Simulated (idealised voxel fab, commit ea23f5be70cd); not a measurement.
Herein follows the process module entitled voxel ribs on slabs.
Section shown: cut. Width: 140 nm. Cell size: 5 nm, square.
When this document writes out a cross-section, it uses a grid of square cells and lists it as bands, beginning at the top and moving down, with a band standing for one or more rows of cells.
Each band's line starts with the height of the band's top and of its bottom, in nm. Then come its materials from left to right, each with its width in nm. One material with "full width" fills the band from edge to edge. "air" is empty space.
We count height from 0. Below that, the starting wafer is all one material. The lowest band never ends at the bottom but goes on down; see "0..down" for how that is written.
The two numbers in a width such as "30->40" mark its ends across the band: the first belongs to the top row of cells, the second to the bottom row, and from each row to the next the width moves by the same amount.
"left unchanged" for a step: no cell of the cross-section changed in that step.
Basically, "Sealed void inventory" tells you about the enclosed voids: empty spaces with no open way to the top, 8 cells or bigger, each written width x height at distance, where distance is from the left edge, all in nm.
On each step's line, the part that comes after the settings is the simulator's own comment on the step.
Steps that use a mask can have "overlay nm" on their line. It says how far the mask sat to the right of where it was meant to be. Negative means to the left.

**Set out below are the planned steps of the process**
1 RECEIVE with material Si
2 DIRECTIONAL_DEP with material SiO2, thk nm 20
3 DIRECTIONAL_DEP with material polySi, thk nm 20
4 DIRECTIONAL_DEP with material aC, thk nm 10
5 PATTERN with tone cover, mask id RIB, material resist, width nm 20, thk nm 30, overlay nm 0
6 DIRECTIONAL_ETCH with etch materials aC, depth nm 10
7 STRIP with etch materials resist
8 DIRECTIONAL_ETCH with etch materials polySi, depth nm 15
9 STRIP with etch materials aC
10 MASKED_ETCH with tone cover, mask id SLAB, width nm 50, etch materials polySi, depth nm 5, overlay nm 0
11 FILL_DEP with material SiO2, thk nm 20
12 CMP with height nm 55
13 DIRECTIONAL_DEP with material W, thk nm 10
14 MASKED_ETCH with tone cover, mask id HEATER, width nm 30, etch materials W, depth nm 10, overlay nm 0
15 CONFORMAL_DEP with material SiN, thk nm 5

**As-received state of the wafer in cross-section, equivalent to post-step 1**
  0..down = Si full width
  Sealed void inventory: none

**first wafer at the end, as planned**
  70..65 = 50 air; 40 SiN; 50 air
  65..60 = 50 air; 5 SiN; 30 W; 5 SiN; 50 air
  60..55 = 55 SiN; 30 W; 55 SiN
  55..40 = SiO2 full width
  40..25 = 60 SiO2; 20 polySi; 60 SiO2
  25..20 = 45 SiO2; 50 polySi; 45 SiO2
  20..0 = SiO2 full width
  0..down = Si full width
  Sealed void inventory: none

**End of module, second wafer, cross-section. Started like the first, planned like the first, run with one mistake**
  70..65 = 50 air; 40 SiN; 50 air
  65..60 = 50 air; 5 SiN; 30 W; 5 SiN; 50 air
  60..55 = 55 SiN; 30 W; 55 SiN
  55..40 = SiO2 full width
  40..30 = 60->45 SiO2; 20->50 polySi; 60->45 SiO2
  30..20 = polySi full width
  20..0 = SiO2 full width
  0..down = Si full width
  Sealed void inventory: none
In executing the process, a mistake was made relative to the plan: step 8 ran as: DIRECTIONAL_ETCH with etch materials polySi, depth nm 5
Per the end-of-run cell counts, the second wafer holds more or fewer of some materials than the first: SiO2: 48 fewer | polySi: 48 more
